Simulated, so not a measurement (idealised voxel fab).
Title: Process Module voxel ribs on slabs
Cross-sectional view cut (width: 250 nm; square cell size: 5 nm).
Cross-section format: a grid of square cells, given as bands from top to bottom; each band is one or more rows of cells.
In this notation a band is specified by the heights of its top and bottom, in that order and in nm, after which its materials appear from left to right, each paired with its width in nm. The word "full width" attached to a single material means that material fills the band from edge to edge; the word "empty" stands for empty space.
Height 0 is the level under which the wafer as received is all one material. The lowest band goes on downwards, as in "0 nm and below".
With a width like "30->40", each row of cells in the band differs from the next by the same amount, the top row carrying the first number and the bottom row the second.
What does "nothing altered" mean for a step? It means no cell of the cross-section changed in that step.
"Enclosed void inventory" - sealed voids, min. 8 cells, no opening to top; format: width x height at distance (distance from left edge; nm throughout).
Post-settings text on a step line: simulator's own remark regarding the step.
The setting "overlay nm" may be written on the line of a step. When the step uses a mask, the value reports how far to the right of the planned place the mask lay, and a negative value reports that it lay to the left.

# Here's what the planned process steps look like
1. op RECEIVE | material Si
2. op DIRECTIONAL_DEP | material SiO2 | thk nm 25
3. op DIRECTIONAL_DEP | material SiN | thk nm 15
4. op MASKED_ETCH | tone cover | mask id RIB | width nm 20 | etch materials SiN | depth nm 10 | overlay nm 0
5. op MASKED_ETCH | tone cover | mask id SLAB | width nm 60 | etch materials SiN | depth nm 5 | overlay nm 0
6. op FILL_DEP | material SiO2 | thk nm 20
7. op CMP | height nm 50
8. op DIRECTIONAL_DEP | material TiN | thk nm 5
9. op MASKED_ETCH | tone cover | mask id HEATER | width nm 20 | etch materials TiN | depth nm 5 | overlay nm 0
10. op CONFORMAL_DEP | material SiO2 | thk nm 5
The width nm used in step 9 is not the same on every wafer, whereas the starting condition is; the value printed in the plan is the first wafer's.

# After step 1, as received: first of several wafers, cross-section
> 0 nm and below | Si full width
> Enclosed void inventory: none

# Rows = wafers. At module end, each row lists per material the cells gained (+) or lost (-) since the wafer was received, then the closed voids
width nm 20; +20 SiN; +532 SiO2; +4 TiN; Enclosed void inventory: none
width nm 25; +20 SiN; +532 SiO2; +5 TiN; Enclosed void inventory: none
width nm 30; +20 SiN; +532 SiO2; +6 TiN; Enclosed void inventory: none
width nm 35; +20 SiN; +532 SiO2; +7 TiN; Enclosed void inventory: none
width nm 40; +20 SiN; +532 SiO2; +8 TiN; Enclosed void inventory: none
width nm 45; +20 SiN; +532 SiO2; +9 TiN; Enclosed void inventory: none
